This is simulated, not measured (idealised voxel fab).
process module | voxel released beams
cross-section cut | 145 nm wide | cells 5 nm
A cross-section is a grid of square cells, given in bands from the top down. A band is one or more rows of cells.
Each band's line starts with the height of the band's top and of its bottom, in nm. Then come its materials from left to right, each with its width in nm. One material with "throughout" fills the band from edge to edge. "air" is empty space.
Height 0 is the level under which the wafer as received is all one material. The lowest band goes on downwards, as in "0 down".
A width such as "30 to 40" changes by the same amount from each row of cells to the next, from the band's top row to its bottom row.
"no change" after a step means that no cell of the cross-section changed.
closed voids: empty space of 8 cells or more with no open way to the top, each as width x height at its distance from the left edge, in nm
after a step's settings: what the simulator itself notes on the step
overlay nm, on a step with a mask: how far to the right of its planned place the mask lay; to the left if negative
plan
1 op RECEIVE | material Si
2 op CONFORMAL_DEP | material Al2O3 | thk nm 10
3 op DIRECTIONAL_DEP | material SiO2 | thk nm 15
4 op DIRECTIONAL_DEP | material aC | thk nm 10
5 op PATTERN | tone open | mask id ANCHOR | material resist | width nm 45 | thk nm 25 | overlay nm 0
6 op DIRECTIONAL_ETCH | etch materials aC | depth nm 10
7 op STRIP | etch materials resist
8 op DIRECTIONAL_ETCH | etch materials SiO2 | depth nm 15
9 op STRIP | etch materials aC
10 op CONFORMAL_DEP | material polySi | thk nm 15
11 op PATTERN | tone cover | mask id BEAM | material resist | width nm 110 | thk nm 20 | overlay nm 0
12 op DIRECTIONAL_ETCH | etch materials polySi | depth nm 15
13 op STRIP | etch materials resist
14 op STRIP | etch materials SiO2
first wafer, as planned
as received, after step 1
  0 down: Si throughout
  closed voids: none
after step 2
  10 to 0: Al2O3 throughout
  below 0: unchanged
after step 3
  25 to 10: SiO2 throughout
  below 10: unchanged
after step 4
  35 to 25: aC throughout
  below 25: unchanged
after step 5
  60 to 35: resist 20 | air 45 | resist 80
  below 35: unchanged
after step 6
  50 to 35: resist 20 | air 45 | resist 80
  35 to 25: aC 20 | air 45 | aC 80
  below 25: unchanged
after step 7
  35 to 25: aC 20 | air 45 | aC 80
  below 25: unchanged
after step 8
  35 to 25: aC 20 | air 45 | aC 80
  25 to 10: SiO2 20 | air 45 | SiO2 80
  below 10: unchanged
after step 9
  25 to 10: SiO2 20 | air 45 | SiO2 80
  below 10: unchanged
after step 10
  40 to 25: polySi 35 | air 15 | polySi 95
  25 to 10: SiO2 20 | polySi 45 | SiO2 80
  below 10: unchanged
after step 11
  60 to 40: air 15 | resist 110 | air 20
  40 to 25: polySi 35 | resist 15 | polySi 95
  below 25: unchanged
after step 12
  60 to 40: air 15 | resist 110 | air 20
  40 to 25: air 15 | polySi 20 | resist 15 | polySi 75 | air 20
  below 25: unchanged
after step 13
  40 to 25: air 15 | polySi 20 | air 15 | polySi 75 | air 20
  below 25: unchanged
after step 14
  40 to 25: air 15 | polySi 20 | air 15 | polySi 75 | air 20
  25 to 10: air 20 | polySi 45 | air 80
  below 10: unchanged
second wafer: like start, like plan, one mistake. Through step 4 it matches the first wafer
when step 5 should have ended
  60 to 35: resist 15 | air 55 | resist 75
  below 35: unchanged
when step 6 should have ended
  50 to 35: resist 15 | air 55 | resist 75
  35 to 25: aC 15 | air 55 | aC 75
  below 25: unchanged
when step 7 should have ended
  35 to 25: aC 15 | air 55 | aC 75
  below 25: unchanged
when step 8 should have ended
  35 to 25: aC 15 | air 55 | aC 75
  25 to 10: SiO2 15 | air 55 | SiO2 75
  below 10: unchanged
when step 9 should have ended
  25 to 10: SiO2 15 | air 55 | SiO2 75
  below 10: unchanged
when step 10 should have ended
  40 to 25: polySi 30 | air 25 | polySi 90
  25 to 10: SiO2 15 | polySi 55 | SiO2 75
  below 10: unchanged
when step 11 should have ended
  60 to 40: air 15 | resist 110 | air 20
  40 to 25: polySi 30 | resist 25 | polySi 90
  below 25: unchanged
when step 12 should have ended
  60 to 40: air 15 | resist 110 | air 20
  40 to 25: air 15 | polySi 15 | resist 25 | polySi 70 | air 20
  below 25: unchanged
when step 13 should have ended
  40 to 25: air 15 | polySi 15 | air 25 | polySi 70 | air 20
  below 25: unchanged
when step 14 should have ended
  40 to 25: air 15 | polySi 15 | air 25 | polySi 70 | air 20
  25 to 10: air 15 | polySi 55 | air 75
  below 10: unchanged
what went wrong: step 5 ran as: op PATTERN | tone open | mask id ANCHOR | material resist | width nm 55 | thk nm 25 | overlay nm 0
at the end the second wafer has, in cells: as many of each material as the first, in other places
